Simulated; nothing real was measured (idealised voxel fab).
Process module name: voxel self aligned vias
Pictured: cross-section cut, 235 nm wide, on a grid of 5 nm square cells.
Cross-section = grid of square cells, listed top down in bands; band = one or more rows.
Band: top and bottom heights (nm) first, top before bottom; then materials from left to right, widths in nm. "throughout" marks a sole material filling the band edge to edge. "air" denotes empty space.
For the purposes of this specification, 0 denotes the height below which the wafer in its as-received condition is composed wholly of one material, and the lowermost band, lacking a lower limit, extends downward without end, as expressed in "from 0 down".
A two-number width, for instance "30->40", indicates that the width is equal to the first number in the top row of the band and to the second number in the bottom row, and that it changes by a constant amount per row of cells.
The designation "same as before", where it is given for a processing step, indicates that no cell of the cross-section was altered in the course of that step.
"Trapped cavities": empty spaces of 8 cells or more with no open way to the top, each given as width x height at distance, distance from the left edge, all in nm.
It should be noted that, on the line of a given step, the content following the step's settings is a remark produced by the simulator itself with respect to that step.
If you see "overlay nm" on a step's line and that step has a mask, it's telling you how far right of where it was planned the mask ended up; a negative number means it went left instead.

## The process steps that were planned are listed below
step 1: op RECEIVE | material Si
step 2: op CONFORMAL_DEP | material SiO2 | thk nm 15
step 3: op CONFORMAL_DEP | material SiCN | thk nm 5
step 4: op DIRECTIONAL_DEP | material SiO2 | thk nm 30
step 5: op MASKED_ETCH | tone open | mask id LINES | width nm 30 | pitch nm 70 | etch materials SiO2 | depth nm 30 | overlay nm 0
step 6: op CONFORMAL_DEP | material TiN | thk nm 5
step 7: op FILL_DEP | material W | thk nm 10
step 8: op CMP | height nm 50
step 9: op SELECTIVE_ETCH | etch materials W Ru TiN | depth nm 10
step 10: op FILL_DEP | material SiN | thk nm 5
step 11: op CMP | height nm 50
step 12: op DIRECTIONAL_DEP | material SiO2 | thk nm 20
step 13: op PATTERN | tone open | mask id VIAS | material resist | width nm 50 | pitch nm 140 | thk nm 20 | overlay nm 0
step 14: op DIRECTIONAL_ETCH | etch materials SiO2 | depth nm 20
step 15: op DIRECTIONAL_ETCH | etch materials SiN | depth nm 10
step 16: op STRIP | etch materials resist
step 17: op CONFORMAL_DEP | material TiN | thk nm 5
step 18: op FILL_DEP | material W | thk nm 10
step 19: op CMP | height nm 70
step 20: op CONFORMAL_DEP | material SiN | thk nm 5

## As-received state of the wafer in cross-section, equivalent to post-step 1
> from 0 down: Si throughout
> Trapped cavities: none

## Cross-sectional view of the first of the two wafers upon completion of the module, processed in accordance with the plan
> from 75 to 70: SiN throughout
> from 70 to 55: SiO2 (20) / TiN (5) / W (40) / TiN (5) / SiO2 (90) / TiN (5) / W (40) / TiN (5) / SiO2 (25)
> from 55 to 50: SiO2 (20) / TiN (15) / W (20) / TiN (15) / SiO2 (90) / TiN (15) / W (20) / TiN (15) / SiO2 (25)
> from 50 to 45: SiO2 (30) / TiN (5) / W (20) / TiN (5) / SiO2 (40) / SiN (30) / SiO2 (40) / TiN (5) / W (20) / TiN (5) / SiO2 (35)
> from 45 to 40: SiO2 (30) / TiN (30) / SiO2 (40) / SiN (30) / SiO2 (40) / TiN (30) / SiO2 (35)
> from 40 to 25: SiO2 (30) / TiN (5) / W (20) / TiN (5) / SiO2 (40) / TiN (5) / W (20) / TiN (5) / SiO2 (40) / TiN (5) / W (20) / TiN (5) / SiO2 (35)
> from 25 to 20: SiO2 (30) / TiN (30) / SiO2 (40) / TiN (30) / SiO2 (40) / TiN (30) / SiO2 (35)
> from 20 to 15: SiCN throughout
> from 15 to 0: SiO2 throughout
> from 0 down: Si throughout
> Trapped cavities: none

## Cross-sectional view of the second of two wafers upon completion of the module. This wafer shared its starting condition and process plan with the first; one error was made during its execution
> from 75 to 70: SiN throughout
> from 70 to 55: SiO2 (20) / TiN (5) / W (40) / TiN (5) / SiO2 (90) / TiN (5) / W (40) / TiN (5) / SiO2 (25)
> from 55 to 50: SiO2 (20) / TiN (50) / SiO2 (90) / TiN (50) / SiO2 (25)
> from 50 to 40: SiO2 (30) / TiN (5) / W (20) / TiN (5) / SiO2 (40) / SiN (5) / W (20) / SiN (5) / SiO2 (40) / TiN (5) / W (20) / TiN (5) / SiO2 (35)
> from 40 to 25: SiO2 (30) / TiN (5) / W (20) / TiN (5) / SiO2 (40) / TiN (5) / W (20) / TiN (5) / SiO2 (40) / TiN (5) / W (20) / TiN (5) / SiO2 (35)
> from 25 to 20: SiO2 (30) / TiN (30) / SiO2 (40) / TiN (30) / SiO2 (40) / TiN (30) / SiO2 (35)
> from 20 to 15: SiCN throughout
> from 15 to 0: SiO2 throughout
> from 0 down: Si throughout
> Trapped cavities: none
Plan not followed: step 9 off recipe, ran as op SELECTIVE_ETCH | etch materials TiN | depth nm 10
The second wafer ends with more or fewer cells of some materials than the first, per final count: SiN -8, W +8
